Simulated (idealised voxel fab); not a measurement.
Presented below is a process module, voxel double patterning.
Square cells of 5 nm make up the cross-section cut, whose width is 175 nm.
This document writes a cross-section as a grid whose cells are square, and gives it as bands, listed from the top down; one or more rows of cells form a band.
Each band's line starts with the height of the band's top and of its bottom, in nm. Then come its materials from left to right, each with its width in nm. One material with "edge to edge" fills the band from edge to edge. "blank" is empty space.
Height is counted from the level 0, under which the received wafer is composed throughout of one material. The lowest of the bands is not closed at the bottom but continues downward, in the notation "0 down".
The notation "30->40" denotes a width that varies across the rows of cells in the band, beginning at the first number in the top row, finishing at the second number in the bottom row, and changing by an identical amount from each row to the next.
"nothing was modified" for a step: no cell of the cross-section changed in that step.
"Trapped voids" specifies each empty space that is not open to the top and that occupies no fewer than 8 cells, using the form width x height at distance, the distance measured from the left edge and all three quantities in nm.
Where a step's line continues beyond its settings, the continuation is a remark by the simulator itself on that step.
overlay nm: where the mask lay relative to plan, measured to the right, on steps with a mask; negatives go left.
Steps in the process plan:
1. RECEIVE,material Si
2. CONFORMAL_DEP,material SiN,thk nm 5
3. DIRECTIONAL_DEP,material SiO2,thk nm 20
4. DIRECTIONAL_DEP,material SiCN,thk nm 5
5. DIRECTIONAL_DEP,material aC,thk nm 15
6. PATTERN,tone open,mask id FIRST,material resist,width nm 15,pitch nm 50,thk nm 30,overlay nm 0
7. DIRECTIONAL_ETCH,etch materials aC,depth nm 15
8. STRIP,etch materials resist
9. DIRECTIONAL_ETCH,etch materials SiCN,depth nm 5
10. STRIP,etch materials aC
11. DIRECTIONAL_DEP,material aC,thk nm 10
12. PATTERN,tone open,mask id SECOND,material resist,width nm 15,thk nm 30,overlay nm 0
13. DIRECTIONAL_ETCH,etch materials aC,depth nm 10
14. STRIP,etch materials resist
15. DIRECTIONAL_ETCH,etch materials SiCN,depth nm 5
16. STRIP,etch materials aC
17. DIRECTIONAL_ETCH,etch materials SiO2,depth nm 20
18. STRIP,etch materials SiCN
The cross-section here shows the wafer as received, i.e. in its state after step 1:
> 0 down: Si edge to edge
> Trapped voids: none
The plan above was carried out on the starting structure above with one mistake, and this cross-section shows the wafer at the end of the module:
> 25 to 20: SiN edge to edge
> 20 to 0: SiO2 edge to edge
> 0 down: Si edge to edge
> Trapped voids: none
It is concluded that the wafer was processed incorrectly with respect to the plan, in that steps 2 and 3: order swapped relative to plan
